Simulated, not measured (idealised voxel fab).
The following is a process module called voxel capacitor over wiring.
The cross-section shown here is cut; it is 260 nm wide and divided into square cells measuring 5 nm on a side.
A cross-section is a grid of square cells, given in bands from the top down. A band is one or more rows of cells. It is stipulated that each band's entry specify, in nanometres, the height of the top of the band and then that of its bottom, followed by the materials of the band in left-to-right sequence, each together with its width in nanometres. A single material marked by the word "everywhere" is understood to fill the band from edge to edge; the word "blank" is understood to denote empty space. Heads up on the height convention: 0 is the point under which the incoming wafer is all one material, and the lowest band has no bottom, it just keeps going down, like "top 0, no bottom". Width "30 to 40": first value at the band's top row of cells, second value at its bottom row, equal change from row to row. Key: "nothing altered" - step with no changed cell in the cross-section. "Closed-off voids" means: voids of 8 cells or more that are shut off from the top with no open way through. Written width x height at distance, distance from the left edge, in nm. The remark found on a step's line after its settings is issued by the simulator itself and pertains to that step. You can add "overlay nm" to a step's line. For a step with a mask, it describes how far the mask lay to the right of its planned position, and a negative number describes a lay to the left.

The process steps that were planned are listed below
1) RECEIVE, material Si
2) CONFORMAL_DEP, material SiO2, thk nm 15
3) DIRECTIONAL_DEP, material TiN, thk nm 5
4) DIRECTIONAL_DEP, material W, thk nm 25
5) DIRECTIONAL_DEP, material aC, thk nm 10
6) PATTERN, tone cover, mask id METAL_1, material resist, width nm 20, pitch nm 85, thk nm 25, overlay nm 0
7) DIRECTIONAL_ETCH, etch materials aC, depth nm 10
8) STRIP, etch materials resist
9) DIRECTIONAL_ETCH, etch materials W, depth nm 25
10) DIRECTIONAL_ETCH, etch materials TiN, depth nm 5
11) STRIP, etch materials aC
12) CONFORMAL_DEP, material SiN, thk nm 5
13) FILL_DEP, material SiO2, thk nm 5
14) CMP, height nm 45
15) CONFORMAL_DEP, material SiCN, thk nm 5
16) DIRECTIONAL_DEP, material lowk, thk nm 10
17) MASKED_ETCH, tone open, mask id PLUG_1, width nm 15, etch materials lowk, depth nm 10, overlay nm 0
18) MASKED_ETCH, tone open, mask id PLUG_1, width nm 15, etch materials SiCN, depth nm 5, overlay nm 0
19) CONFORMAL_DEP, material TiN, thk nm 5
20) FILL_DEP, material Cu, thk nm 10
21) CMP, height nm 60
22) DIRECTIONAL_DEP, material TiN, thk nm 10
23) DIRECTIONAL_DEP, material HfO2, thk nm 5
24) DIRECTIONAL_DEP, material TiN, thk nm 5
25) DIRECTIONAL_DEP, material aC, thk nm 15
26) PATTERN, tone cover, mask id UPPER_PLATE, material resist, width nm 70, thk nm 35, overlay nm 0
27) DIRECTIONAL_ETCH, etch materials aC, depth nm 15
28) STRIP, etch materials resist
29) DIRECTIONAL_ETCH, etch materials TiN, depth nm 5
30) DIRECTIONAL_ETCH, etch materials HfO2, depth nm 5
31) STRIP, etch materials aC
32) MASKED_ETCH, tone cover, mask id LOWER_PLATE, width nm 80, etch materials TiN, depth nm 10, overlay nm 0
33) FILL_DEP, material SiO2, thk nm 20
34) CMP, height nm 95
35) PATTERN, tone open, mask id PLUG_2, material resist, width nm 15, thk nm 15, overlay nm 0
36) DIRECTIONAL_ETCH, etch materials SiO2, depth nm 15
37) STRIP, etch materials resist
38) CONFORMAL_DEP, material TiN, thk nm 5
39) FILL_DEP, material Cu, thk nm 5
40) CMP, height nm 95
41) CONFORMAL_DEP, material SiN, thk nm 5

as received, after step 1
    top 0, no bottom: Si everywhere
    Closed-off voids: none

Here's the cross-section of the first of our two wafers at the end of the module - it ran as planned
    top 100, bottom 95: SiN everywhere
    top 95, bottom 85: SiO2 90 nm; TiN 5 nm; Cu 5 nm; TiN 5 nm; SiO2 155 nm
    top 85, bottom 75: SiO2 90 to 80 nm; TiN 15 to 70 nm; SiO2 155 to 110 nm
    top 75, bottom 70: SiO2 80 nm; HfO2 70 nm; SiO2 110 nm
    top 70, bottom 60: SiO2 75 nm; TiN 80 nm; SiO2 105 nm
    top 60, bottom 50: lowk 80 nm; TiN 5 nm; Cu 5 nm; TiN 5 nm; lowk 165 nm
    top 50, bottom 45: SiCN 80 nm; TiN 15 nm; SiCN 165 nm
    top 45, bottom 20: SiO2 70 nm; SiN 5 nm; W 20 nm; SiN 5 nm; SiO2 55 nm; SiN 5 nm; W 20 nm; SiN 5 nm; SiO2 75 nm
    top 20, bottom 15: SiN 75 nm; TiN 20 nm; SiN 65 nm; TiN 20 nm; SiN 80 nm
    top 15, bottom 0: SiO2 everywhere
    top 0, no bottom: Si everywhere
    Closed-off voids: none

So this is wafer number two of the two, cut at the end of the module - it started where the first did and had the same plan, we just got one thing wrong running it
    top 100, bottom 95: SiN everywhere
    top 95, bottom 85: SiO2 90 nm; TiN 5 nm; Cu 5 nm; TiN 5 nm; SiO2 155 nm
    top 85, bottom 75: SiO2 90 to 80 nm; TiN 15 to 70 nm; SiO2 155 to 110 nm
    top 75, bottom 70: SiO2 80 nm; HfO2 70 nm; SiO2 110 nm
    top 70, bottom 60: SiO2 75 nm; TiN 80 nm; SiO2 105 nm
    top 60, bottom 50: lowk 80 nm; TiN 5 nm; Cu 5 nm; TiN 5 nm; lowk 165 nm
    top 50, bottom 45: SiCN 80 nm; TiN 15 nm; SiCN 165 nm
    top 45, bottom 20: W 75 nm; SiN 5 nm; SiO2 10 nm; SiN 5 nm; W 65 nm; SiN 5 nm; SiO2 10 nm; SiN 5 nm; W 80 nm
    top 20, bottom 15: TiN 75 nm; SiN 20 nm; TiN 65 nm; SiN 20 nm; TiN 80 nm
    top 15, bottom 0: SiO2 everywhere
    top 0, no bottom: Si everywhere
    Closed-off voids: none
Misprocessing identified: step 6 off recipe, ran as PATTERN, tone open, mask id METAL_1, material resist, width nm 20, pitch nm 85, thk nm 25, overlay nm 0
It is noted that, at the conclusion of processing, the second wafer exhibits a higher or lower cell count for certain materials relative to the first: 36 fewer of SiN, 180 fewer of SiO2, 36 more of TiN, 180 more of W
